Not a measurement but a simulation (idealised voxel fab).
process module | voxel self aligned vias
Pictured: cross-section cut, 275 nm wide, on a grid of 5 nm square cells.
When this document writes out a cross-section, it uses a grid of square cells and lists it as bands, beginning at the top and moving down, with a band standing for one or more rows of cells. What a band's entry tells you: where the top is and where the bottom is, as heights in nm, and after that what lies inside, material by material from left to right, each with its width in nm. Empty space is written as the word "air", and a single material marked with the word "throughout" occupies the band from edge to edge. Height reference: 0 = level under which incoming wafer is all one material. Lowest band: no bottom, runs on downward, e.g. "from 0 down". When a width is written as two numbers, as in "30..40", the first number is the width in the top row of cells of the band and the second is the width in its bottom row, and the width changes by the same amount from each row to the next. Given "left unchanged" for a step, no cell of the cross-section differs between before and after that step. You'll see "Fully enclosed voids" listing empty spaces that have no way open to the top, as long as they're 8 cells or more; the notation is width x height at distance, where the distance is from the left edge, and all of it is in nm. Text after the settings on a step's line: the simulator's own remark on that step. For masked steps, "overlay nm" on the step line gives how far right of plan the mask actually lay; a minus sign means it lay to the left.
### These are the steps we planned for the process
| 1 | RECEIVE (material Si) |
| 2 | CONFORMAL_DEP (material SiO2; thk nm 15) |
| 3 | CONFORMAL_DEP (material SiCN; thk nm 5) |
| 4 | DIRECTIONAL_DEP (material SiO2; thk nm 25) |
| 5 | PATTERN (tone open; mask id LINES; material resist; width nm 25; pitch nm 75; thk nm 15; overlay nm 0) |
| 6 | DIRECTIONAL_ETCH (etch materials SiO2; depth nm 25) |
| 7 | STRIP (etch materials resist) |
| 8 | CONFORMAL_DEP (material TiN; thk nm 5) |
| 9 | FILL_DEP (material Ru; thk nm 10) |
| 10 | CMP (height nm 45) |
| 11 | SELECTIVE_ETCH (etch materials W Ru TiN; depth nm 10) |
| 12 | FILL_DEP (material SiN; thk nm 5) |
| 13 | CMP (height nm 45) |
| 14 | DIRECTIONAL_DEP (material SiO2; thk nm 15) |
| 15 | PATTERN (tone open; mask id VIAS; material resist; width nm 45; pitch nm 150; thk nm 20; overlay nm 0) |
| 16 | DIRECTIONAL_ETCH (etch materials SiO2; depth nm 15) |
| 17 | DIRECTIONAL_ETCH (etch materials SiN; depth nm 10) |
| 18 | STRIP (etch materials resist) |
| 19 | CONFORMAL_DEP (material TiN; thk nm 5) |
| 20 | FILL_DEP (material W; thk nm 5) |
| 21 | CMP (height nm 60) |
| 22 | CONFORMAL_DEP (material SiN; thk nm 5) |
### Cross-section, incoming material, after step 1
- from 0 down  Si throughout
- Fully enclosed voids: none
### Here's the cross-section of the first of our two wafers at the end of the module - it ran as planned
- from 65 to 60  SiN throughout
- from 60 to 50  SiO2: 40 | TiN: 5 | W: 35 | TiN: 5 | SiO2: 105 | TiN: 5 | W: 35 | TiN: 5 | SiO2: 40
- from 50 to 45  SiO2: 40 | TiN: 15 | W: 15 | TiN: 15 | SiO2: 105 | TiN: 15 | W: 15 | TiN: 15 | SiO2: 40
- from 45 to 40  SiO2: 50 | TiN: 5 | W: 15 | TiN: 5 | SiO2: 50 | SiN: 25 | SiO2: 50 | TiN: 5 | W: 15 | TiN: 5 | SiO2: 50
- from 40 to 35  SiO2: 50 | TiN: 25 | SiO2: 50 | SiN: 25 | SiO2: 50 | TiN: 25 | SiO2: 50
- from 35 to 25  SiO2: 50 | TiN: 5 | Ru: 15 | TiN: 5 | SiO2: 50 | TiN: 5 | Ru: 15 | TiN: 5 | SiO2: 50 | TiN: 5 | Ru: 15 | TiN: 5 | SiO2: 50
- from 25 to 20  SiO2: 50 | TiN: 25 | SiO2: 50 | TiN: 25 | SiO2: 50 | TiN: 25 | SiO2: 50
- from 20 to 15  SiCN throughout
- from 15 to 0  SiO2 throughout
- from 0 down  Si throughout
- Fully enclosed voids: none
### Second wafer cross-section at end of module - shared start and plan with the first, one mistake in the run
- from 65 to 60  SiN throughout
- from 60 to 50  SiO2: 30 | TiN: 5 | W: 35 | TiN: 5 | SiO2: 105 | TiN: 5 | W: 35 | TiN: 5 | SiO2: 50
- from 50 to 45  SiO2: 30 | TiN: 25 | W: 15 | TiN: 5 | SiO2: 105 | TiN: 25 | W: 15 | TiN: 5 | SiO2: 50
- from 45 to 40  SiO2: 50 | TiN: 5 | W: 15 | TiN: 5 | SiO2: 50 | SiN: 25 | SiO2: 50 | TiN: 5 | W: 15 | TiN: 5 | SiO2: 50
- from 40 to 35  SiO2: 50 | TiN: 25 | SiO2: 50 | SiN: 25 | SiO2: 50 | TiN: 25 | SiO2: 50
- from 35 to 25  SiO2: 50 | TiN: 5 | Ru: 15 | TiN: 5 | SiO2: 50 | TiN: 5 | Ru: 15 | TiN: 5 | SiO2: 50 | TiN: 5 | Ru: 15 | TiN: 5 | SiO2: 50
- from 25 to 20  SiO2: 50 | TiN: 25 | SiO2: 50 | TiN: 25 | SiO2: 50 | TiN: 25 | SiO2: 50
- from 20 to 15  SiCN throughout
- from 15 to 0  SiO2 throughout
- from 0 down  Si throughout
- Fully enclosed voids: none
Diagnosis: not per plan at step 15, really ran PATTERN (tone open; mask id VIAS; material resist; width nm 45; pitch nm 150; thk nm 20; overlay nm -10)
Comparing end states, the material composition by cell count is preserved from the first wafer to the second, while the locations of the cells are not.
